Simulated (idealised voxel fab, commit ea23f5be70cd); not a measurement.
The process module that follows is named voxel transistor to metal.
We display cut, a cross-section 165 nm in width whose square cells are each 5 nm.
A cross-section is a grid of square cells, given in bands from the top down. A band is one or more rows of cells.
Top height, bottom height, nm. Materials left to right, width each, nm. Single material + "throughout" = fills band edge to edge. "blank" = empty.
Below 0: as-received wafer, all one material; heights counted from there. Lowest band: no bottom, goes on down, written "0..down".
It should be noted that a width expressed as "30 to 40" varies in equal increments from row to row of cells within the band, taking the value of the first number at the top row and that of the second number at the bottom row.
Key: "nothing was modified" - step with no changed cell in the cross-section.
If an empty space has no open way to the top and is at least 8 cells in size, "Enclosed void catalog" lists it, written width x height at distance, where distance is measured from the left edge and every value is in nm.
On a step's line, text after the settings is the simulator commenting on that step.
A step line may carry the setting "overlay nm", which, for steps involving a mask, states the distance by which the mask lay to the right of its intended position; negative values denote displacement to the left.
Pairs ahead. Before: cross-section ahead of one process step. After: cross-section once the step is done, shown to the lowest changed band only. Under each pair: that step, with settings. Caution: pairs may come from different runs of this module on the same starting wafer; a pair follows the pair above only where its "Cross-section, before" entry says so.

-- Cross-section, before
	35..30 | blank=50 | SiN=5 | blank=5 | SiCN=20 | blank=5 | SiN=5 | blank=75
	30..25 | blank=50 | SiN=5 | SiO2=5 | SiCN=20 | SiO2=5 | SiN=5 | blank=75
	25..0 | blank=50 | SiN=5 | SiO2=5 | polySi=20 | SiO2=5 | SiN=5 | blank=75
	0..-5 | blank=50 | SiO2=40 | blank=75
	-5..-35 | SiO2=25 | Si=110 | SiO2=30
	-35..down | Si throughout
	Enclosed void catalog: none

-- Step Result
	35..30 | blank=50 | SiN=5 | blank=5 | SiCN=20 | blank=5 | SiN=5 | blank=75
	30..25 | blank=50 | SiN=5 | SiO2=5 | SiCN=20 | SiO2=5 | SiN=5 | blank=75
	25..0 | blank=50 | SiN=5 | SiO2=5 | polySi=20 | SiO2=5 | SiN=5 | blank=75
	0..-5 | blank=50 | SiO2=40 | blank=75
	-5..-15 | SiO2=25 | blank=25 | Si=40 | blank=45 | SiO2=30
	Below -15, no change.
	Enclosed void catalog: none
Step applied between the pre-step and post-step cross-sections shown above: DIRECTIONAL_ETCH with etch materials Si, depth nm 10

Cross-section, before: as in the pair right above, post-step view.

-- Step Result
	35..30 | blank=50 | SiN=5 | blank=5 | SiCN=20 | blank=5 | SiN=5 | blank=75
	30..25 | blank=50 | SiN=5 | SiO2=5 | SiCN=20 | SiO2=5 | SiN=5 | blank=75
	25..10 | blank=50 | SiN=5 | SiO2=5 | polySi=20 | SiO2=5 | SiN=5 | blank=75
	10..0 | blank=35 | nSi=15 | SiN=5 | SiO2=5 | polySi=20 | SiO2=5 | SiN=5 | nSi=15 | blank=60
	0..-5 | blank=20 | nSi=30 | SiO2=40 | nSi=50 | blank=25
	-5..-15 | SiO2=25 | nSi=25 | Si=40 | nSi=45 | SiO2=30
	Below -15, no change.
	Enclosed void catalog: none
Step applied between the pre-step and post-step cross-sections shown above: EPI with material nSi, thk nm 15

Cross-section, before: as in the pair right above, post-step view.

-- Step Result
	40..35 | SiO2 throughout
	35..25 | SiO2=50 | SiN=5 | SiO2=5 | SiCN=20 | SiO2=5 | SiN=5 | SiO2=75
	25..10 | SiO2=50 | SiN=5 | SiO2=5 | polySi=20 | SiO2=5 | SiN=5 | SiO2=75
	10..0 | SiO2=35 | nSi=15 | SiN=5 | SiO2=5 | polySi=20 | SiO2=5 | SiN=5 | nSi=15 | SiO2=60
	0..-5 | SiO2=20 | nSi=30 | SiO2=40 | nSi=50 | SiO2=25
	Below -5, no change.
	Enclosed void catalog: none
Step applied between the pre-step and post-step cross-sections shown above: FILL_DEP with material SiO2, thk nm 5

Cross-section, before: as in the pair right above, post-step view.

-- Step Result
	35..25 | SiO2=50 | SiN=5 | SiO2=5 | SiCN=20 | SiO2=5 | SiN=5 | SiO2=75
	Below 25, no change.
	Enclosed void catalog: none
Step applied between the pre-step and post-step cross-sections shown above: CMP with height nm 35

Cross-section, before: as in the pair right above, post-step view.

-- Step Result
	45..35 | SiO2 throughout
	Below 35, no change.
	Enclosed void catalog: none
Step applied between the pre-step and post-step cross-sections shown above: DIRECTIONAL_DEP with material SiO2, thk nm 10

Cross-section, before: as in the pair right above, post-step view.

-- Step Result
	65..45 | resist=30 | blank=35 | resist=30 | blank=35 | resist=35
	Below 45, no change.
	Enclosed void catalog: none
Step applied between the pre-step and post-step cross-sections shown above: PATTERN with tone open, mask id CONTACT, material resist, width nm 35, pitch nm 65, thk nm 20, overlay nm 0

Cross-section, before: as in the pair right above, post-step view.

-- Step Result
	65..45 | resist=30 | blank=35 | resist=30 | blank=35 | resist=35
	45..35 | SiO2=30 | blank=35 | SiO2=30 | blank=35 | SiO2=35
	35..25 | SiO2=30 | blank=20 | SiN=5 | blank=5 | SiCN=20 | SiO2=5 | SiN=5 | SiO2=5 | blank=35 | SiO2=35
	25..10 | SiO2=30 | blank=20 | SiN=5 | blank=5 | polySi=20 | SiO2=5 | SiN=5 | SiO2=5 | blank=35 | SiO2=35
	10..0 | SiO2=30 | blank=5 | nSi=15 | SiN=5 | blank=5 | polySi=20 | SiO2=5 | SiN=5 | nSi=15 | blank=25 | SiO2=35
	Below 0, no change.
	Enclosed void catalog: none
Step applied between the pre-step and post-step cross-sections shown above: DIRECTIONAL_ETCH with etch materials SiO2, depth nm 45

Cross-section, before: as in the pair right above, post-step view.

-- Step Result
	45..35 | SiO2=30 | blank=35 | SiO2=30 | blank=35 | SiO2=35
	Below 35, no change.
	Enclosed void catalog: none
Step applied between the pre-step and post-step cross-sections shown above: STRIP with etch materials resist

Cross-section, before: as in the pair right above, post-step view.

-- Step Result
	50..45 | TiN=35 | blank=25 | TiN=40 | blank=25 | TiN=40
	45..35 | SiO2=30 | TiN=5 | blank=25 to 10 | TiN=5 to 20 | SiO2=30 | TiN=5 | blank=25 | TiN=5 | SiO2=35
	35..25 | SiO2=30 | TiN=5 | blank=10 | TiN=5 | SiN=5 | TiN=5 | SiCN=20 | SiO2=5 | SiN=5 | SiO2=5 | TiN=5 | blank=25 | TiN=5 | SiO2=35
	25..15 | SiO2=30 | TiN=5 | blank=10 | TiN=5 | SiN=5 | TiN=5 | polySi=20 | SiO2=5 | SiN=5 | SiO2=5 | TiN=5 | blank=25 | TiN=5 | SiO2=35
	15..10 | SiO2=30 | TiN=20 | SiN=5 | TiN=5 | polySi=20 | SiO2=5 | SiN=5 | SiO2=5 | TiN=15 | blank=15 | TiN=5 | SiO2=35
	10..5 | SiO2=30 | TiN=5 | nSi=15 | SiN=5 | TiN=5 | polySi=20 | SiO2=5 | SiN=5 | nSi=15 | TiN=5 | blank=15 | TiN=5 | SiO2=35
	5..0 | SiO2=30 | TiN=5 | nSi=15 | SiN=5 | TiN=5 | polySi=20 | SiO2=5 | SiN=5 | nSi=15 | TiN=25 | SiO2=35
	Below 0, no change.
	Enclosed void catalog: none
Step applied between the pre-step and post-step cross-sections shown above: CONFORMAL_DEP with material TiN, thk nm 5

Cross-section, before: as in the pair right above, post-step view.

-- Step Result
	60..50 | Ru throughout
	50..45 | TiN=35 | Ru=25 | TiN=40 | Ru=25 | TiN=40
	45..35 | SiO2=30 | TiN=5 | Ru=25 to 10 | TiN=5 to 20 | SiO2=30 | TiN=5 | Ru=25 | TiN=5 | SiO2=35
	35..25 | SiO2=30 | TiN=5 | Ru=10 | TiN=5 | SiN=5 | TiN=5 | SiCN=20 | SiO2=5 | SiN=5 | SiO2=5 | TiN=5 | Ru=25 | TiN=5 | SiO2=35
	25..15 | SiO2=30 | TiN=5 | Ru=10 | TiN=5 | SiN=5 | TiN=5 | polySi=20 | SiO2=5 | SiN=5 | SiO2=5 | TiN=5 | Ru=25 | TiN=5 | SiO2=35
	15..10 | SiO2=30 | TiN=20 | SiN=5 | TiN=5 | polySi=20 | SiO2=5 | SiN=5 | SiO2=5 | TiN=15 | Ru=15 | TiN=5 | SiO2=35
	10..5 | SiO2=30 | TiN=5 | nSi=15 | SiN=5 | TiN=5 | polySi=20 | SiO2=5 | SiN=5 | nSi=15 | TiN=5 | Ru=15 | TiN=5 | SiO2=35
	Below 5, no change.
	Enclosed void catalog: none
Step applied between the pre-step and post-step cross-sections shown above: FILL_DEP with material Ru, thk nm 10

Cross-section, before: as in the pair right above, post-step view.

-- Step Result
	45..35 | SiO2=30 | TiN=5 | Ru=25 to 10 | TiN=5 to 20 | SiO2=30 | TiN=5 | Ru=25 | TiN=5 | SiO2=35
	Below 35, no change.
	Enclosed void catalog: none
Step applied between the pre-step and post-step cross-sections shown above: CMP with height nm 45

Cross-section, before: as in the pair right above, post-step view.

-- Step Result
	50..45 | SiN throughout
	Below 45, no change.
	Enclosed void catalog: none
Step applied between the pre-step and post-step cross-sections shown above: CONFORMAL_DEP with material SiN, thk nm 5

Cross-section, before: as in the pair right above, post-step view.

-- Step Result
	70..50 | lowk throughout
	Below 50, no change.
	Enclosed void catalog: none
Step applied between the pre-step and post-step cross-sections shown above: DIRECTIONAL_DEP with material lowk, thk nm 20

Cross-section, before: as in the pair right above, post-step view.

-- Step Result
	85..70 | resist=30 | blank=20 | resist=60 | blank=20 | resist=35
	Below 70, no change.
	Enclosed void catalog: none
Step applied between the pre-step and post-step cross-sections shown above: PATTERN with tone open, mask id METAL_1, material resist, width nm 20, pitch nm 80, thk nm 15, overlay nm 0

Cross-section, before: as in the pair right above, post-step view.

-- Step Result
	85..70 | resist=30 | blank=20 | resist=60 | blank=20 | resist=35
	70..50 | lowk=30 | blank=20 | lowk=60 | blank=20 | lowk=35
	Below 50, no change.
	Enclosed void catalog: none
Step applied between the pre-step and post-step cross-sections shown above: DIRECTIONAL_ETCH with etch materials lowk, depth nm 20

Cross-section, before: as in the pair right above, post-step view.

-- Step Result
	85..70 | resist=30 | blank=20 | resist=60 | blank=20 | resist=35
	70..50 | lowk=30 | blank=20 | lowk=60 | blank=20 | lowk=35
	50..45 | SiN=30 | blank=20 | SiN=60 | blank=20 | SiN=35
	Below 45, no change.
	Enclosed void catalog: none
Step applied between the pre-step and post-step cross-sections shown above: DIRECTIONAL_ETCH with etch materials SiN, depth nm 5

Cross-section, before: as in the pair right above, post-step view.

-- Step Result
	70..50 | lowk=30 | blank=20 | lowk=60 | blank=20 | lowk=35
	Below 50, no change.
	Enclosed void catalog: none
Step applied between the pre-step and post-step cross-sections shown above: STRIP with etch materials resist

Cross-section, before: as in the pair right above, post-step view.

-- Step Result
	75..70 | TiN=35 | blank=10 | TiN=70 | blank=10 | TiN=40
	70..50 | lowk=30 | TiN=5 | blank=10 | TiN=5 | lowk=60 | TiN=5 | blank=10 | TiN=5 | lowk=35
	50..45 | SiN=30 | TiN=20 | SiN=60 | TiN=20 | SiN=35
	Below 45, no change.
	Enclosed void catalog: none
Step applied between the pre-step and post-step cross-sections shown above: CONFORMAL_DEP with material TiN, thk nm 5

Cross-section, before: as in the pair right above, post-step view.

-- Step Result
	80..75 | W throughout
	75..70 | TiN=35 | W=10 | TiN=70 | W=10 | TiN=40
	70..50 | lowk=30 | TiN=5 | W=10 | TiN=5 | lowk=60 | TiN=5 | W=10 | TiN=5 | lowk=35
	Below 50, no change.
	Enclosed void catalog: none
Step applied between the pre-step and post-step cross-sections shown above: FILL_DEP with material W, thk nm 5

Cross-section, before: as in the pair right above, post-step view.

-- Step Result
	70..50 | lowk=30 | TiN=5 | W=10 | TiN=5 | lowk=60 | TiN=5 | W=10 | TiN=5 | lowk=35
	Below 50, no change.
	Enclosed void catalog: none
Step applied between the pre-step and post-step cross-sections shown above: CMP with height nm 70

Cross-section, before: as in the pair right above, post-step view.

-- Step Result
	75..70 | SiCN throughout
	Below 70, no change.
	Enclosed void catalog: none
Step applied between the pre-step and post-step cross-sections shown above: CONFORMAL_DEP with material SiCN, thk nm 5

-- Cross-section, before
	50..45 | SiN throughout
	45..35 | SiO2=30 | TiN=5 | Ru=25 to 20 | TiN=5 to 10 | SiO2=30 | TiN=5 to 10 | Ru=25 to 20 | TiN=5 | SiO2=35
	35..25 | SiO2=30 | TiN=5 | Ru=20 | TiN=5 | SiN=5 | SiO2=5 | SiCN=20 | SiO2=5 | SiN=5 | TiN=5 | Ru=20 | TiN=5 | SiO2=35
	25..15 | SiO2=30 | TiN=5 | Ru=20 | TiN=5 | SiN=5 | SiO2=5 | polySi=20 | SiO2=5 | SiN=5 | TiN=5 | Ru=20 | TiN=5 | SiO2=35
	15..10 | SiO2=30 | TiN=5 | Ru=5 | TiN=20 | SiN=5 | SiO2=5 | polySi=20 | SiO2=5 | SiN=5 | TiN=20 | Ru=5 | TiN=5 | SiO2=35
	10..5 | SiO2=30 | TiN=5 | Ru=5 | TiN=5 | nSi=15 | SiN=5 | SiO2=5 | polySi=20 | SiO2=5 | SiN=5 | nSi=15 | TiN=5 | Ru=5 | TiN=5 | SiO2=35
	5..0 | SiO2=30 | TiN=15 | nSi=15 | SiN=5 | SiO2=5 | polySi=20 | SiO2=5 | SiN=5 | nSi=15 | TiN=15 | SiO2=35
	0..-5 | SiO2=20 | nSi=40 | SiO2=40 | nSi=40 | SiO2=25
	-5..-15 | SiO2=25 | nSi=35 | Si=40 | nSi=35 | SiO2=30
	-15..-35 | SiO2=25 | Si=110 | SiO2=30
	-35..down | Si throughout
	Enclosed void catalog: none

-- Step Result
	70..50 | SiO2 throughout
	Below 50, no change.
	Enclosed void catalog: none
Step applied between the pre-step and post-step cross-sections shown above: DIRECTIONAL_DEP with material SiO2, thk nm 20

Cross-section, before: as in the pair right above, post-step view.

-- Step Result
	85..70 | resist=30 | blank=20 | resist=60 | blank=20 | resist=35
	Below 70, no change.
	Enclosed void catalog: none
Step applied between the pre-step and post-step cross-sections shown above: PATTERN with tone open, mask id METAL_1, material resist, width nm 20, pitch nm 80, thk nm 15, overlay nm 0

Cross-section, before: as in the pair right above, post-step view.

-- Step Result
	70..50 | SiO2 throughout
	Below 50, no change.
	Enclosed void catalog: none
Step applied between the pre-step and post-step cross-sections shown above: STRIP with etch materials resist

Cross-section, before: as in the pair right above, post-step view.

-- Step Result
	75..70 | TiN throughout
	Below 70, no change.
	Enclosed void catalog: none
Step applied between the pre-step and post-step cross-sections shown above: CONFORMAL_DEP with material TiN, thk nm 5

Cross-section, before: as in the pair right above, post-step view.

-- Step Result
	80..75 | W throughout
	Below 75, no change.
	Enclosed void catalog: none
Step applied between the pre-step and post-step cross-sections shown above: FILL_DEP with material W, thk nm 5

Cross-section, before: as in the pair right above, post-step view.

-- Step Result
	70..50 | SiO2 throughout
	Below 50, no change.
	Enclosed void catalog: none
Step applied between the pre-step and post-step cross-sections shown above: CMP with height nm 70

Cross-section, before: as in the pair right above, post-step view.

-- Step Result
	75..70 | SiCN throughout
	Below 70, no change.
	Enclosed void catalog: none
Step applied between the pre-step and post-step cross-sections shown above: CONFORMAL_DEP with material SiCN, thk nm 5

-- Cross-section, before
	50..35 | aC throughout
	35..25 | SiCN throughout
	25..0 | polySi throughout
	0..-5 | SiO2 throughout
	-5..-35 | SiO2=25 | Si=110 | SiO2=30
	-35..down | Si throughout
	Enclosed void catalog: none

-- Step Result
	80..50 | resist=70 | blank=20 | resist=75
	Below 50, no change.
	Enclosed void catalog: none
Step applied between the pre-step and post-step cross-sections shown above: PATTERN with tone open, mask id GATE, material resist, width nm 20, thk nm 30, overlay nm 0

Cross-section, before: as in the pair right above, post-step view.

-- Step Result
	65..50 | resist=70 | blank=20 | resist=75
	50..35 | aC=70 | blank=20 | aC=75
	Below 35, no change.
	Enclosed void catalog: none
Step applied between the pre-step and post-step cross-sections shown above: DIRECTIONAL_ETCH with etch materials aC, depth nm 15

Cross-section, before: as in the pair right above, post-step view.

-- Step Result
	50..35 | aC=70 | blank=20 | aC=75
	Below 35, no change.
	Enclosed void catalog: none
Step applied between the pre-step and post-step cross-sections shown above: STRIP with etch materials resist

Cross-section, before: as in the pair right above, post-step view.

-- Step Result
	50..35 | aC=70 | blank=20 | aC=75
	35..25 | SiCN=70 | blank=20 | SiCN=75
	Below 25, no change.
	Enclosed void catalog: none
Step applied between the pre-step and post-step cross-sections shown above: DIRECTIONAL_ETCH with etch materials SiCN, depth nm 20

Cross-section, before: as in the pair right above, post-step view.

-- Step Result
	50..35 | aC=70 | blank=20 | aC=75
	35..25 | SiCN=70 | blank=20 | SiCN=75
	25..0 | polySi=70 | blank=20 | polySi=75
	Below 0, no change.
	Enclosed void catalog: none
Step applied between the pre-step and post-step cross-sections shown above: DIRECTIONAL_ETCH with etch materials polySi, depth nm 35

Cross-section, before: as in the pair right above, post-step view.

-- Step Result
	35..25 | SiCN=70 | blank=20 | SiCN=75
	Below 25, no change.
	Enclosed void catalog: none
Step applied between the pre-step and post-step cross-sections shown above: STRIP with etch materials aC

Cross-section, before: as in the pair right above, post-step view.

-- Step Result
	40..35 | SiO2=75 | blank=10 | SiO2=80
	35..25 | SiCN=70 | SiO2=5 | blank=10 | SiO2=5 | SiCN=75
	25..5 | polySi=70 | SiO2=5 | blank=10 | SiO2=5 | polySi=75
	5..0 | polySi=70 | SiO2=20 | polySi=75
	Below 0, no change.
	Enclosed void catalog: none
Step applied between the pre-step and post-step cross-sections shown above: CONFORMAL_DEP with material SiO2, thk nm 5

Cross-section, before: as in the pair right above, post-step view.

-- Step Result
	35..25 | SiCN=70 | SiO2=5 | blank=10 | SiO2=5 | SiCN=75
	25..0 | polySi=70 | SiO2=5 | blank=10 | SiO2=5 | polySi=75
	Below 0, no change.
	Enclosed void catalog: none
Step applied between the pre-step and post-step cross-sections shown above: DIRECTIONAL_ETCH with etch materials SiO2, depth nm 5

Cross-section, before: as in the pair right above, post-step view.

-- Step Result
	40..35 | SiN throughout
	35..25 | SiCN=70 | SiO2=5 | SiN=10 | SiO2=5 | SiCN=75
	25..0 | polySi=70 | SiO2=5 | SiN=10 | SiO2=5 | polySi=75
	Below 0, no change.
	Enclosed void catalog: none
Step applied between the pre-step and post-step cross-sections shown above: CONFORMAL_DEP with material SiN, thk nm 5

Cross-section, before: as in the pair right above, post-step view.

-- Step Result
	35..25 | SiCN=70 | SiO2=5 | SiN=10 | SiO2=5 | SiCN=75
	Below 25, no change.
	Enclosed void catalog: none
Step applied between the pre-step and post-step cross-sections shown above: DIRECTIONAL_ETCH with etch materials SiN, depth nm 5

Cross-section, before: as in the pair right above, post-step view.

-- Step Result
	35..30 | SiCN=70 | blank=5 | SiN=10 | blank=5 | SiCN=75
	Below 30, no change.
	Enclosed void catalog: none
Step applied between the pre-step and post-step cross-sections shown above: DIRECTIONAL_ETCH with etch materials SiO2, depth nm 5

Cross-section, before: as in the pair right above, post-step view.

-- Step Result
	40..35 | SiO2 throughout
	35..25 | SiCN=70 | SiO2=5 | SiN=10 | SiO2=5 | SiCN=75
	Below 25, no change.
	Enclosed void catalog: none
Step applied between the pre-step and post-step cross-sections shown above: FILL_DEP with material SiO2, thk nm 5

Cross-section, before: as in the pair right above, post-step view.

-- Step Result
	35..25 | SiCN=70 | SiO2=5 | SiN=10 | SiO2=5 | SiCN=75
	Below 25, no change.
	Enclosed void catalog: none
Step applied between the pre-step and post-step cross-sections shown above: CMP with height nm 35

Cross-section, before: as in the pair right above, post-step view.

-- Step Result
	45..35 | SiO2 throughout
	Below 35, no change.
	Enclosed void catalog: none
Step applied between the pre-step and post-step cross-sections shown above: DIRECTIONAL_DEP with material SiO2, thk nm 10

Cross-section, before: as in the pair right above, post-step view.

-- Step Result
	65..45 | resist=30 | blank=35 | resist=30 | blank=35 | resist=35
	Below 45, no change.
	Enclosed void catalog: none
Step applied between the pre-step and post-step cross-sections shown above: PATTERN with tone open, mask id CONTACT, material resist, width nm 35, pitch nm 65, thk nm 20, overlay nm 0

Cross-section, before: as in the pair right above, post-step view.

-- Step Result
	65..45 | resist=30 | blank=35 | resist=30 | blank=35 | resist=35
	45..35 | SiO2=30 | blank=35 | SiO2=30 | blank=35 | SiO2=35
	Below 35, no change.
	Enclosed void catalog: none
Step applied between the pre-step and post-step cross-sections shown above: DIRECTIONAL_ETCH with etch materials SiO2, depth nm 45

Cross-section, before: as in the pair right above, post-step view.

-- Step Result
	45..35 | SiO2=30 | blank=35 | SiO2=30 | blank=35 | SiO2=35
	Below 35, no change.
	Enclosed void catalog: none
Step applied between the pre-step and post-step cross-sections shown above: STRIP with etch materials resist

Cross-section, before: as in the pair right above, post-step view.

-- Step Result
	50..45 | TiN=35 | blank=25 | TiN=40 | blank=25 | TiN=40
	45..40 | SiO2=30 | TiN=5 | blank=25 | TiN=5 | SiO2=30 | TiN=5 | blank=25 | TiN=5 | SiO2=35
	40..35 | SiO2=30 | TiN=35 | SiO2=30 | TiN=35 | SiO2=35
	Below 35, no change.
	Enclosed void catalog: none
Step applied between the pre-step and post-step cross-sections shown above: CONFORMAL_DEP with material TiN, thk nm 5

Cross-section, before: as in the pair right above, post-step view.

-- Step Result
	60..50 | Ru throughout
	50..45 | TiN=35 | Ru=25 | TiN=40 | Ru=25 | TiN=40
	45..40 | SiO2=30 | TiN=5 | Ru=25 | TiN=5 | SiO2=30 | TiN=5 | Ru=25 | TiN=5 | SiO2=35
	Below 40, no change.
	Enclosed void catalog: none
Step applied between the pre-step and post-step cross-sections shown above: FILL_DEP with material Ru, thk nm 10

Cross-section, before: as in the pair right above, post-step view.

-- Step Result
	45..40 | SiO2=30 | TiN=5 | Ru=25 | TiN=5 | SiO2=30 | TiN=5 | Ru=25 | TiN=5 | SiO2=35
	Below 40, no change.
	Enclosed void catalog: none
Step applied between the pre-step and post-step cross-sections shown above: CMP with height nm 45

Cross-section, before: as in the pair right above, post-step view.

-- Step Result
	50..45 | SiN throughout
	Below 45, no change.
	Enclosed void catalog: none
Step applied between the pre-step and post-step cross-sections shown above: CONFORMAL_DEP with material SiN, thk nm 5

Cross-section, before: as in the pair right above, post-step view.

-- Step Result
	70..50 | lowk throughout
	Below 50, no change.
	Enclosed void catalog: none
Step applied between the pre-step and post-step cross-sections shown above: DIRECTIONAL_DEP with material lowk, thk nm 20

Cross-section, before: as in the pair right above, post-step view.

-- Step Result
	85..70 | resist=30 | blank=20 | resist=60 | blank=20 | resist=35
	Below 70, no change.
	Enclosed void catalog: none
Step applied between the pre-step and post-step cross-sections shown above: PATTERN with tone open, mask id METAL_1, material resist, width nm 20, pitch nm 80, thk nm 15, overlay nm 0

Cross-section, before: as in the pair right above, post-step view.

-- Step Result
	85..70 | resist=30 | blank=20 | resist=60 | blank=20 | resist=35
	70..50 | lowk=30 | blank=20 | lowk=60 | blank=20 | lowk=35
	Below 50, no change.
	Enclosed void catalog: none
Step applied between the pre-step and post-step cross-sections shown above: DIRECTIONAL_ETCH with etch materials lowk, depth nm 20

Cross-section, before: as in the pair right above, post-step view.

-- Step Result
	85..70 | resist=30 | blank=20 | resist=60 | blank=20 | resist=35
	70..50 | lowk=30 | blank=20 | lowk=60 | blank=20 | lowk=35
	50..45 | SiN=30 | blank=20 | SiN=60 | blank=20 | SiN=35
	Below 45, no change.
	Enclosed void catalog: none
Step applied between the pre-step and post-step cross-sections shown above: DIRECTIONAL_ETCH with etch materials SiN, depth nm 5

Cross-section, before: as in the pair right above, post-step view.

-- Step Result
	70..50 | lowk=30 | blank=20 | lowk=60 | blank=20 | lowk=35
	Below 50, no change.
	Enclosed void catalog: none
Step applied between the pre-step and post-step cross-sections shown above: STRIP with etch materials resist

Cross-section, before: as in the pair right above, post-step view.

-- Step Result
	75..70 | TiN=35 | blank=10 | TiN=70 | blank=10 | TiN=40
	70..50 | lowk=30 | TiN=5 | blank=10 | TiN=5 | lowk=60 | TiN=5 | blank=10 | TiN=5 | lowk=35
	50..45 | SiN=30 | TiN=20 | SiN=60 | TiN=20 | SiN=35
	Below 45, no change.
	Enclosed void catalog: none
Step applied between the pre-step and post-step cross-sections shown above: CONFORMAL_DEP with material TiN, thk nm 5

Cross-section, before: as in the pair right above, post-step view.

-- Step Result
	80..75 | W throughout
	75..70 | TiN=35 | W=10 | TiN=70 | W=10 | TiN=40
	70..50 | lowk=30 | TiN=5 | W=10 | TiN=5 | lowk=60 | TiN=5 | W=10 | TiN=5 | lowk=35
	Below 50, no change.
	Enclosed void catalog: none
Step applied between the pre-step and post-step cross-sections shown above: FILL_DEP with material W, thk nm 5

Cross-section, before: as in the pair right above, post-step view.

-- Step Result
	70..50 | lowk=30 | TiN=5 | W=10 | TiN=5 | lowk=60 | TiN=5 | W=10 | TiN=5 | lowk=35
	Below 50, no change.
	Enclosed void catalog: none
Step applied between the pre-step and post-step cross-sections shown above: CMP with height nm 70

Cross-section, before: as in the pair right above, post-step view.

-- Step Result
	75..70 | SiCN throughout
	Below 70, no change.
	Enclosed void catalog: none
Step applied between the pre-step and post-step cross-sections shown above: CONFORMAL_DEP with material SiCN, thk nm 5
